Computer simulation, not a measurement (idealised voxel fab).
This is a process module. Its name is voxel spacer lines.
Each square cell in cross-section cut measures 5 nm, and the section as a whole is 210 nm wide.
In what follows, cross-sections appear as grids of square cells, described through bands that run from the top down, where every band is one or more rows of cells. This entry defines a band. It first specifies the height of the band's top and the height of its bottom in nm, and then specifies the band's materials from left to right, stating each material with its width in nm. The word "all across" identifies a single material that fills the band from edge to edge, while the word "blank" identifies empty space. The level at which height equals 0 is the one under which the wafer, as it arrives, is entirely one material. No lower edge exists for the bottom band, which continues downward and is notated as in "0 -> down". Read "30..40" as a graded width: first number on top, second number at the bottom, same change between each pair of neighbouring rows. For the purposes of this document, the phrase "all unchanged" attached to a step denotes that no cell within the cross-section was modified by that step. The list in "Tabulated closed voids" covers empty spaces of 8 cells or more that cannot reach the top through any open way, and it gives each as width x height at distance; the distance is from the left edge, and width, height and distance are in nm. Note: text after step settings on the step line = simulator remark on that step. A step's line can hold "overlay nm"; with a mask on that step, the setting says how far right of the planned place the mask lay, while a negative setting says it lay to the left.
PLANNED PROCESS STEPS
1) RECEIVE [material Si]
2) CONFORMAL_DEP [material Al2O3] [thk nm 10]
3) DIRECTIONAL_DEP [material W] [thk nm 15]
4) DIRECTIONAL_DEP [material aC] [thk nm 30]
5) PATTERN [tone cover] [mask id MANDREL] [material resist] [width nm 20] [pitch nm 70] [thk nm 35] [overlay nm 0]
6) DIRECTIONAL_ETCH [etch materials aC] [depth nm 30]
7) STRIP [etch materials resist]
8) CONFORMAL_DEP [material SiO2] [thk nm 15]
9) DIRECTIONAL_ETCH [etch materials SiO2] [depth nm 15]
10) STRIP [etch materials aC]
11) DIRECTIONAL_ETCH [etch materials W] [depth nm 15]
12) STRIP [etch materials SiO2]
13) FILL_DEP [material lowk] [thk nm 10]
14) CMP [height nm 25]
WHAT FOLLOWS COVERS THE FIRST OF TWO WAFERS; IT RAN AS PLANNED
THE CROSS-SECTION HERE SHOWS THE WAFER AS RECEIVED, I.E. IN ITS STATE AFTER STEP 1
  0 -> down | Si all across
  Tabulated closed voids: none
PRESENTED HERE IS A CROSS-SECTION OF THE WAFER AFTER STEP 2 HAS BEEN PERFORMED
  10 -> 0 | Al2O3 all across
  Below a height of 0, the structure has not been altered.
PRESENTED HERE IS A CROSS-SECTION OF THE WAFER AFTER STEP 3 HAS BEEN PERFORMED
  25 -> 10 | W all across
  Below a height of 10, the structure has not been altered.
PRESENTED HERE IS A CROSS-SECTION OF THE WAFER AFTER STEP 4 HAS BEEN PERFORMED
  55 -> 25 | aC all across
  Below a height of 25, the structure has not been altered.
PRESENTED HERE IS A CROSS-SECTION OF THE WAFER AFTER STEP 5 HAS BEEN PERFORMED
  90 -> 55 | blank 60 / resist 20 / blank 50 / resist 20 / blank 60
  Below a height of 55, the structure has not been altered.
PRESENTED HERE IS A CROSS-SECTION OF THE WAFER AFTER STEP 6 HAS BEEN PERFORMED
  60 -> 55 | blank 60 / resist 20 / blank 50 / resist 20 / blank 60
  55 -> 25 | blank 60 / aC 20 / blank 50 / aC 20 / blank 60
  Below a height of 25, the structure has not been altered.
PRESENTED HERE IS A CROSS-SECTION OF THE WAFER AFTER STEP 7 HAS BEEN PERFORMED
  55 -> 25 | blank 60 / aC 20 / blank 50 / aC 20 / blank 60
  Below a height of 25, the structure has not been altered.
PRESENTED HERE IS A CROSS-SECTION OF THE WAFER AFTER STEP 8 HAS BEEN PERFORMED
  70 -> 55 | blank 45 / SiO2 50 / blank 20 / SiO2 50 / blank 45
  55 -> 40 | blank 45 / SiO2 15 / aC 20 / SiO2 15 / blank 20 / SiO2 15 / aC 20 / SiO2 15 / blank 45
  40 -> 25 | SiO2 60 / aC 20 / SiO2 50 / aC 20 / SiO2 60
  Below a height of 25, the structure has not been altered.
PRESENTED HERE IS A CROSS-SECTION OF THE WAFER AFTER STEP 9 HAS BEEN PERFORMED
  55 -> 25 | blank 45 / SiO2 15 / aC 20 / SiO2 15 / blank 20 / SiO2 15 / aC 20 / SiO2 15 / blank 45
  Below a height of 25, the structure has not been altered.
PRESENTED HERE IS A CROSS-SECTION OF THE WAFER AFTER STEP 10 HAS BEEN PERFORMED
  55 -> 25 | blank 45 / SiO2 15 / blank 20 / SiO2 15 / blank 20 / SiO2 15 / blank 20 / SiO2 15 / blank 45
  Below a height of 25, the structure has not been altered.
PRESENTED HERE IS A CROSS-SECTION OF THE WAFER AFTER STEP 11 HAS BEEN PERFORMED
  55 -> 25 | blank 45 / SiO2 15 / blank 20 / SiO2 15 / blank 20 / SiO2 15 / blank 20 / SiO2 15 / blank 45
  25 -> 10 | blank 45 / W 15 / blank 20 / W 15 / blank 20 / W 15 / blank 20 / W 15 / blank 45
  Below a height of 10, the structure has not been altered.
PRESENTED HERE IS A CROSS-SECTION OF THE WAFER AFTER STEP 12 HAS BEEN PERFORMED
  25 -> 10 | blank 45 / W 15 / blank 20 / W 15 / blank 20 / W 15 / blank 20 / W 15 / blank 45
  Below a height of 10, the structure has not been altered.
PRESENTED HERE IS A CROSS-SECTION OF THE WAFER AFTER STEP 13 HAS BEEN PERFORMED
  35 -> 25 | lowk all across
  25 -> 10 | lowk 45 / W 15 / lowk 20 / W 15 / lowk 20 / W 15 / lowk 20 / W 15 / lowk 45
  Below a height of 10, the structure has not been altered.
PRESENTED HERE IS A CROSS-SECTION OF THE WAFER AFTER STEP 14 HAS BEEN PERFORMED
  25 -> 10 | lowk 45 / W 15 / lowk 20 / W 15 / lowk 20 / W 15 / lowk 20 / W 15 / lowk 45
  Below a height of 10, the structure has not been altered.
SECOND WAFER: LIKE START, LIKE PLAN, ONE MISTAKE. THROUGH STEP 1 IT MATCHES THE FIRST WAFER
Look at the second wafer in cross-section at the time step 2 ought to have finished: all unchanged
LOOK AT THE SECOND WAFER IN CROSS-SECTION AT THE TIME STEP 3 OUGHT TO HAVE FINISHED
  15 -> 0 | W all across
  Below a height of 0, the structure has not been altered.
LOOK AT THE SECOND WAFER IN CROSS-SECTION AT THE TIME STEP 4 OUGHT TO HAVE FINISHED
  45 -> 15 | aC all across
  Below a height of 15, the structure has not been altered.
LOOK AT THE SECOND WAFER IN CROSS-SECTION AT THE TIME STEP 5 OUGHT TO HAVE FINISHED
  80 -> 45 | blank 60 / resist 20 / blank 50 / resist 20 / blank 60
  Below a height of 45, the structure has not been altered.
LOOK AT THE SECOND WAFER IN CROSS-SECTION AT THE TIME STEP 6 OUGHT TO HAVE FINISHED
  50 -> 45 | blank 60 / resist 20 / blank 50 / resist 20 / blank 60
  45 -> 15 | blank 60 / aC 20 / blank 50 / aC 20 / blank 60
  Below a height of 15, the structure has not been altered.
LOOK AT THE SECOND WAFER IN CROSS-SECTION AT THE TIME STEP 7 OUGHT TO HAVE FINISHED
  45 -> 15 | blank 60 / aC 20 / blank 50 / aC 20 / blank 60
  Below a height of 15, the structure has not been altered.
LOOK AT THE SECOND WAFER IN CROSS-SECTION AT THE TIME STEP 8 OUGHT TO HAVE FINISHED
  60 -> 45 | blank 45 / SiO2 50 / blank 20 / SiO2 50 / blank 45
  45 -> 30 | blank 45 / SiO2 15 / aC 20 / SiO2 15 / blank 20 / SiO2 15 / aC 20 / SiO2 15 / blank 45
  30 -> 15 | SiO2 60 / aC 20 / SiO2 50 / aC 20 / SiO2 60
  Below a height of 15, the structure has not been altered.
LOOK AT THE SECOND WAFER IN CROSS-SECTION AT THE TIME STEP 9 OUGHT TO HAVE FINISHED
  45 -> 15 | blank 45 / SiO2 15 / aC 20 / SiO2 15 / blank 20 / SiO2 15 / aC 20 / SiO2 15 / blank 45
  Below a height of 15, the structure has not been altered.
LOOK AT THE SECOND WAFER IN CROSS-SECTION AT THE TIME STEP 10 OUGHT TO HAVE FINISHED
  45 -> 15 | blank 45 / SiO2 15 / blank 20 / SiO2 15 / blank 20 / SiO2 15 / blank 20 / SiO2 15 / blank 45
  Below a height of 15, the structure has not been altered.
LOOK AT THE SECOND WAFER IN CROSS-SECTION AT THE TIME STEP 11 OUGHT TO HAVE FINISHED
  45 -> 15 | blank 45 / SiO2 15 / blank 20 / SiO2 15 / blank 20 / SiO2 15 / blank 20 / SiO2 15 / blank 45
  15 -> 0 | blank 45 / W 15 / blank 20 / W 15 / blank 20 / W 15 / blank 20 / W 15 / blank 45
  Below a height of 0, the structure has not been altered.
LOOK AT THE SECOND WAFER IN CROSS-SECTION AT THE TIME STEP 12 OUGHT TO HAVE FINISHED
  15 -> 0 | blank 45 / W 15 / blank 20 / W 15 / blank 20 / W 15 / blank 20 / W 15 / blank 45
  Below a height of 0, the structure has not been altered.
LOOK AT THE SECOND WAFER IN CROSS-SECTION AT THE TIME STEP 13 OUGHT TO HAVE FINISHED
  25 -> 15 | lowk all across
  15 -> 0 | lowk 45 / W 15 / lowk 20 / W 15 / lowk 20 / W 15 / lowk 20 / W 15 / lowk 45
  Below a height of 0, the structure has not been altered.
Look at the second wafer in cross-section at the time step 14 ought to have finished: all unchanged
What was done differently from what was planned? skipped: plan step 2 (never run)
The second wafer ends with more or fewer cells of some materials than the first, per final count: Al2O3: 84 fewer | lowk: 84 more
